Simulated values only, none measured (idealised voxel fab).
Proc. module: voxel air gaps
We display cut, a cross-section 270 nm in width whose square cells are each 5 nm.
If you're reading a cross-section in this doc, picture square cells in a grid; it comes to you as bands, top ones listed first down to the bottom, and a band can be one or more rows of cells.
Heads up on the band format: heights come first, top then bottom, in nm. After that it's the materials left to right, each with its width in nm. A single material flagged "throughout" fills the whole band edge to edge, and "empty" means there's empty space there.
Measure heights from 0. That's the level where, below it, the as-received wafer is all one material. The lowest band is bottomless and extends downward; write it as in "top 0, no bottom".
A width given as "30->40" starts at the first number in the band's top row and ends at the second number in its bottom row, shifting by an equal amount at every step from row to row.
"nothing was modified" -> step changed no cross-section cell.
Basically, "closed voids" tells you about the enclosed voids: empty spaces with no open way to the top, 8 cells or bigger, each written width x height at distance, where distance is from the left edge, all in nm.
Whatever follows a step's settings on its line is a remark the simulator itself makes about that step.
overlay nm: how far to the right of its planned place the mask lay on this masked step (negative: to the left).
# The steps planned for the process are as follows
- 1: RECEIVE: material Si
- 2: CONFORMAL_DEP: material SiO2, thk nm 10
- 3: CONFORMAL_DEP: material SiN, thk nm 5
- 4: DIRECTIONAL_DEP: material lowk, thk nm 30
- 5: PATTERN: tone open, mask id LINES, material resist, width nm 20, pitch nm 45, thk nm 20, overlay nm 0
- 6: DIRECTIONAL_ETCH: etch materials lowk, depth nm 30
- 7: STRIP: etch materials resist
- 8: CONFORMAL_DEP: material TiN, thk nm 5
- 9: FILL_DEP: material Ru, thk nm 10
- 10: CMP: height nm 45
- 11: EPI: material Ru, thk nm 10
- 12: SELECTIVE_ETCH: etch materials lowk, depth nm 40
- 13: CONFORMAL_DEP: material SiCN, thk nm 5
# Incoming wafer in cross-section (state: after step 1)
	top 0, no bottom | Si throughout
	closed voids: none
# Sectioned view, first of two wafers, at the close of the module, processed as intended in the plan
	top 60, bottom 55 | 65 nm empty / 140 nm SiCN / 65 nm empty
	top 55, bottom 45 | 65 nm empty / 5 nm SiCN / 40 nm Ru / 5 nm SiCN / 40 nm Ru / 5 nm SiCN / 40 nm Ru / 5 nm SiCN / 65 nm empty
	top 45, bottom 40 | 65 nm empty / 15 nm SiCN / 5 nm TiN / 10 nm Ru / 5 nm TiN / 25 nm SiCN / 5 nm TiN / 10 nm Ru / 5 nm TiN / 25 nm SiCN / 5 nm TiN / 10 nm Ru / 5 nm TiN / 15 nm SiCN / 65 nm empty
	top 40, bottom 20 | 75 nm empty / 5 nm SiCN / 5 nm TiN / 10 nm Ru / 5 nm TiN / 5 nm SiCN / 15 nm empty / 5 nm SiCN / 5 nm TiN / 10 nm Ru / 5 nm TiN / 5 nm SiCN / 15 nm empty / 5 nm SiCN / 5 nm TiN / 10 nm Ru / 5 nm TiN / 5 nm SiCN / 75 nm empty
	top 20, bottom 15 | 80 nm SiCN / 20 nm TiN / 25 nm SiCN / 20 nm TiN / 25 nm SiCN / 20 nm TiN / 80 nm SiCN
	top 15, bottom 10 | SiN throughout
	top 10, bottom 0 | SiO2 throughout
	top 0, no bottom | Si throughout
	closed voids: 15 x 20 at 105; 15 x 20 at 150
# Cross-section at end of module for the second wafer of two, which matched the first in starting point and plan and differed by one mistake in its processing
	top 70, bottom 65 | 55 nm empty / 160 nm SiCN / 55 nm empty
	top 65, bottom 45 | 55 nm empty / 5 nm SiCN / 150 nm Ru / 5 nm SiCN / 55 nm empty
	top 45, bottom 40 | 55 nm empty / 25 nm SiCN / 5 nm TiN / 10 nm Ru / 5 nm TiN / 25 nm lowk / 5 nm TiN / 10 nm Ru / 5 nm TiN / 25 nm lowk / 5 nm TiN / 10 nm Ru / 5 nm TiN / 25 nm SiCN / 55 nm empty
	top 40, bottom 20 | 75 nm empty / 5 nm SiCN / 5 nm TiN / 10 nm Ru / 5 nm TiN / 25 nm lowk / 5 nm TiN / 10 nm Ru / 5 nm TiN / 25 nm lowk / 5 nm TiN / 10 nm Ru / 5 nm TiN / 5 nm SiCN / 75 nm empty
	top 20, bottom 15 | 80 nm SiCN / 20 nm TiN / 25 nm lowk / 20 nm TiN / 25 nm lowk / 20 nm TiN / 80 nm SiCN
	top 15, bottom 10 | SiN throughout
	top 10, bottom 0 | SiO2 throughout
	top 0, no bottom | Si throughout
	closed voids: none
Short version of what went wrong: plan step 11 was conducted twice
Looking at both finished wafers in cells, the second ends up ahead of or behind the first on some materials: Ru +72; SiCN -28; lowk +60
At process end, closed voids number 2 in the first wafer and 0 in the second wafer.
